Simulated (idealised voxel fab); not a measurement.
You're looking at the process module voxel spacer lines.
For reference, the cross-section in this document is cut, with width 235 nm and square cells of 5 nm.
The cross-sections in this document take the form of a grid made of square cells. They are written out as bands, in order from top to bottom. Each band consists of one or more rows of cells.
A band entry consists of two parts. The first gives the height of the band's top and the height of its bottom, in nm. The rest lists the band's materials from left to right, each with its width in nm. A single material labelled with the word "everywhere" fills the band from edge to edge, and the word "empty" marks empty space.
It should be noted that heights are counted from 0, beneath which the wafer as supplied is of one material throughout, and that the lowest band possesses no lower boundary but continues downward, as written in "z 0 and below".
Width: "30..40" (first number = top row, second number = bottom row, same change from row to row of cells).
"identical to before", as given for a step, is the statement that not any cell of the cross-section underwent a change during that step.
Entry "Fully sealed cavities". Content: empty spaces with no open connection to the top, size 8 cells or greater. Each: width x height at distance. Distance: from left edge. Unit: nm.
Note: text after step settings on the step line = simulator remark on that step.
A step's line can hold "overlay nm"; with a mask on that step, the setting says how far right of the planned place the mask lay, while a negative setting says it lay to the left.
## Steps in the process plan
1,RECEIVE [material Si]
2,CONFORMAL_DEP [material SiO2] [thk nm 5]
3,DIRECTIONAL_DEP [material TiN] [thk nm 20]
4,DIRECTIONAL_DEP [material aC] [thk nm 20]
5,PATTERN [tone cover] [mask id MANDREL] [material resist] [width nm 15] [pitch nm 60] [thk nm 25] [overlay nm 0]
6,DIRECTIONAL_ETCH [etch materials aC] [depth nm 20]
7,STRIP [etch materials resist]
8,CONFORMAL_DEP [material SiN] [thk nm 15]
9,DIRECTIONAL_ETCH [etch materials SiN] [depth nm 15]
10,STRIP [etch materials aC]
11,DIRECTIONAL_ETCH [etch materials TiN] [depth nm 10]
12,STRIP [etch materials SiN]
13,FILL_DEP [material SiO2] [thk nm 5]
14,CMP [height nm 25]
What sets these wafers apart? The depth nm at step 11. They all start alike, and the plan carries the first wafer's value.
## Received condition of the first of several wafers, sectioned: post-step 1
	z 0 and below = Si everywhere
	Fully sealed cavities: none
## First wafer of several, cross-section, module end, after step 14 (last)
	z 25 to 15 = SiO2 65 / TiN 15 / SiO2 15 / TiN 15 / SiO2 15 / TiN 15 / SiO2 15 / TiN 15 / SiO2 65
	z 15 to 5 = TiN everywhere
	z 5 to 0 = SiO2 everywhere
	z 0 and below = Si everywhere
	Fully sealed cavities: none
## Here's the last wafer cross-sectioned at the end of the module
	z 25 to 5 = SiO2 65 / TiN 15 / SiO2 15 / TiN 15 / SiO2 15 / TiN 15 / SiO2 15 / TiN 15 / SiO2 65
	z 5 to 0 = SiO2 everywhere
	z 0 and below = Si everywhere
	Fully sealed cavities: none
## Per wafer, end of module: cells gained (+) or lost (-) per material since receipt, then closed voids
depth nm 10, +117 SiO2, +118 TiN, Fully sealed cavities: none
depth nm 15, +152 SiO2, +83 TiN, Fully sealed cavities: none
depth nm 20, +187 SiO2, +48 TiN, Fully sealed cavities: none
depth nm 25, +187 SiO2, +48 TiN, Fully sealed cavities: none
depth nm 30, +187 SiO2, +48 TiN, Fully sealed cavities: none
depth nm 35, +187 SiO2, +48 TiN, Fully sealed cavities: none
